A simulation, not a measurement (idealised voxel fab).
This section sets out a process module, namely voxel plated lines.
It is cross-section cut that appears here, measuring 260 nm in width, its square cells being 5 nm in size.
Cross-section spec: square-cell grid; bands listed top down; each band is one or more rows. Band: top and bottom heights (nm) first, top before bottom; then materials from left to right, widths in nm. "throughout" marks a sole material filling the band edge to edge. "air" denotes empty space. Zero point of the height axis is 0; under it, received wafer = one material. Lowest band: continues down indefinitely, "0 and below". Width: "30..40" (first number = top row, second number = bottom row, same change from row to row of cells). "no change", as given for a step, is the statement that not any cell of the cross-section underwent a change during that step. "Closed void listing" enumerates empty spaces isolated from the top, with no open way to it, that contain at least 8 cells, giving each as width x height at distance from the left edge, all three in nm. Where a step's line continues beyond its settings, the continuation is a remark by the simulator itself on that step. You can add "overlay nm" to a step's line. For a step with a mask, it describes how far the mask lay to the right of its planned position, and a negative number describes a lay to the left.

Steps in the process plan:
1: RECEIVE with material Si
2: CONFORMAL_DEP with material Al2O3, thk nm 10
3: DIRECTIONAL_DEP with material TiN, thk nm 5
4: PATTERN with tone open, mask id LINES, material resist, width nm 20, pitch nm 40, thk nm 35, overlay nm -15
5: EPI with material Ru, thk nm 10
6: EPI with material Ru, thk nm 5
7: EPI with material Ru, thk nm 10
8: STRIP with etch materials resist
9: DIRECTIONAL_ETCH with etch materials TiN, depth nm 5
10: CONFORMAL_DEP with material SiO2, thk nm 10
The plan shows the overlay nm of step 4 as the first wafer had it; this setting differs between the wafers, which start out alike.

Incoming state of the first of several wafers in cross-section: after step 1:
	0 and below | Si throughout
	Closed void listing: none

For your reference, the table is organized with a row per wafer; each row reflects the wafer at the end of the module, indicating for each material the cells gained (+) or lost (-) since receipt, and thereafter its closed voids:
overlay nm -15 | +104 Al2O3 | +80 Ru | +200 SiO2 | +16 TiN | Closed void listing: none
overlay nm -10 | +104 Al2O3 | +80 Ru | +200 SiO2 | +16 TiN | Closed void listing: none
overlay nm -5 | +104 Al2O3 | +80 Ru | +200 SiO2 | +16 TiN | Closed void listing: none
overlay nm 0 | +104 Al2O3 | +80 Ru | +200 SiO2 | +16 TiN | Closed void listing: none
overlay nm 5 | +104 Al2O3 | +80 Ru | +200 SiO2 | +16 TiN | Closed void listing: none
overlay nm 10 | +104 Al2O3 | +80 Ru | +200 SiO2 | +16 TiN | Closed void listing: none
overlay nm 15 | +104 Al2O3 | +80 Ru | +200 SiO2 | +16 TiN | Closed void listing: none
